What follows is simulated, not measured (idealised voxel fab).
Module name: voxel wiring stack (process module)
Displayed cross-section: cut, width of 145 nm, square cells sized 5 nm.
A cross-section is a grid of square cells, given in bands from the top down. A band is one or more rows of cells.
Read a band's entry like this: the first values are the height of its top and the height of its bottom in nm, and what follows is the sequence of materials from left to right, each with its width in nm. Note that "blank" is empty space, and that a single material marked "everywhere" reaches across the band from edge to edge.
The level at which height equals 0 is the one under which the wafer, as it arrives, is entirely one material. No lower edge exists for the bottom band, which continues downward and is notated as in "0 -> down".
It should be noted that a width expressed as "30 to 40" varies in equal increments from row to row of cells within the band, taking the value of the first number at the top row and that of the second number at the bottom row.
You'll sometimes find "nothing was modified" written for a step, and that's the way of saying that nowhere in the cross-section did a cell change during that step.
Enclosed voids (no open way to top), threshold 8 cells or more, entry "Enclosed internal voids", notation width x height at distance, distance from left edge, nm.
after a step's settings: what the simulator itself notes on the step
On any step carrying a mask, the "overlay nm" setting, if present on the step's line, tells how far right of its planned place the mask lay; negative values point to the left.
Steps in the process plan:
- 1: RECEIVE [material Si]
- 2: CONFORMAL_DEP [material SiO2] [thk nm 10]
- 3: DIRECTIONAL_DEP [material TiN] [thk nm 5]
- 4: DIRECTIONAL_DEP [material Ru] [thk nm 20]
- 5: PATTERN [tone cover] [mask id METAL_1] [material resist] [width nm 30] [pitch nm 55] [thk nm 20] [overlay nm 0]
- 6: DIRECTIONAL_ETCH [etch materials Ru] [depth nm 20]
- 7: DIRECTIONAL_ETCH [etch materials TiN] [depth nm 5]
- 8: STRIP [etch materials resist]
- 9: CONFORMAL_DEP [material SiCN] [thk nm 5]
- 10: FILL_DEP [material SiO2] [thk nm 10]
- 11: CMP [height nm 35]
- 12: CONFORMAL_DEP [material SiCN] [thk nm 5]
- 13: DIRECTIONAL_DEP [material SiO2] [thk nm 10]
- 14: MASKED_ETCH [tone open] [mask id PLUG_1] [width nm 15] [etch materials SiO2] [depth nm 10] [overlay nm 0]
- 15: MASKED_ETCH [tone open] [mask id PLUG_1] [width nm 15] [etch materials SiCN] [depth nm 5] [overlay nm 0]
- 16: CONFORMAL_DEP [material TiN] [thk nm 5]
- 17: FILL_DEP [material W] [thk nm 10]
- 18: CMP [height nm 50]
- 19: CONFORMAL_DEP [material SiCN] [thk nm 5]
- 20: DIRECTIONAL_DEP [material lowk] [thk nm 20]
- 21: DIRECTIONAL_DEP [material aC] [thk nm 10]
- 22: PATTERN [tone open] [mask id METAL_2] [material resist] [width nm 30] [pitch nm 55] [thk nm 30] [overlay nm 0]
- 23: DIRECTIONAL_ETCH [etch materials aC] [depth nm 10]
- 24: STRIP [etch materials resist]
- 25: DIRECTIONAL_ETCH [etch materials lowk] [depth nm 20]
- 26: DIRECTIONAL_ETCH [etch materials SiCN] [depth nm 5]
- 27: STRIP [etch materials aC]
- 28: CONFORMAL_DEP [material TiN] [thk nm 5]
- 29: FILL_DEP [material Cu] [thk nm 5]
- 30: CMP [height nm 75]
- 31: CONFORMAL_DEP [material SiCN] [thk nm 5]
- 32: DIRECTIONAL_DEP [material SiO2] [thk nm 20]
- 33: DIRECTIONAL_DEP [material aC] [thk nm 10]
- 34: PATTERN [tone open] [mask id PLUG_2] [material resist] [width nm 15] [pitch nm 55] [thk nm 30] [overlay nm 0]
- 35: DIRECTIONAL_ETCH [etch materials aC] [depth nm 10]
- 36: STRIP [etch materials resist]
- 37: DIRECTIONAL_ETCH [etch materials SiO2] [depth nm 20]
- 38: DIRECTIONAL_ETCH [etch materials SiCN] [depth nm 5]
- 39: STRIP [etch materials aC]
- 40: CONFORMAL_DEP [material TiN] [thk nm 5]
- 41: FILL_DEP [material W] [thk nm 10]
- 42: CMP [height nm 100]
- 43: DIRECTIONAL_DEP [material TiN] [thk nm 5]
- 44: DIRECTIONAL_DEP [material Ru] [thk nm 25]
- 45: MASKED_ETCH [tone cover] [mask id METAL_3] [width nm 30] [pitch nm 55] [etch materials Ru] [depth nm 25] [overlay nm 0]
- 46: MASKED_ETCH [tone cover] [mask id METAL_3] [width nm 30] [pitch nm 55] [etch materials TiN] [depth nm 5] [overlay nm 0]
- 47: FILL_DEP [material SiO2] [thk nm 10]
- 48: CMP [height nm 130]
- 49: CONFORMAL_DEP [material SiN] [thk nm 5]
As-received wafer cross-section (after step 1):
* 0 -> down  Si everywhere
* Enclosed internal voids: none
The cross-section shown corresponds to the wafer at the conclusion of the module. The initial structure and the process plan are those presented above; however, one mistake occurred in executing the plan:
* 135 -> 130  SiN everywhere
* 130 -> 125  SiO2: 30, TiN: 30, SiO2: 25, TiN: 30, SiO2: 30
* 125 -> 100  Ru everywhere
* 100 -> 80  SiO2: 30, TiN: 5, W: 5, TiN: 5, SiO2: 40, TiN: 5, W: 5, TiN: 5, SiO2: 45
* 80 -> 75  SiCN: 30, TiN: 15, SiCN: 40, TiN: 15, SiCN: 45
* 75 -> 55  lowk: 30, TiN: 5, Cu: 20, TiN: 5, lowk: 25, TiN: 5, Cu: 20, TiN: 5, lowk: 30
* 55 -> 50  SiCN: 30, TiN: 30, SiCN: 25, TiN: 30, SiCN: 30
* 50 -> 40  SiO2: 30, TiN: 5, W: 5, TiN: 5, SiO2: 100
* 40 -> 35  SiCN: 30, TiN: 15, SiCN: 100
* 35 -> 15  SiO2: 25, SiCN: 5, Ru: 30, SiCN: 5, SiO2: 15, SiCN: 5, Ru: 30, SiCN: 5, SiO2: 25
* 15 -> 10  SiCN: 30, TiN: 30, SiCN: 25, TiN: 30, SiCN: 30
* 10 -> 0  SiO2 everywhere
* 0 -> down  Si everywhere
* Enclosed internal voids: none
Against the plan, the run slipped here: the run placed steps 43 and 44 each in the position the plan gave to the other
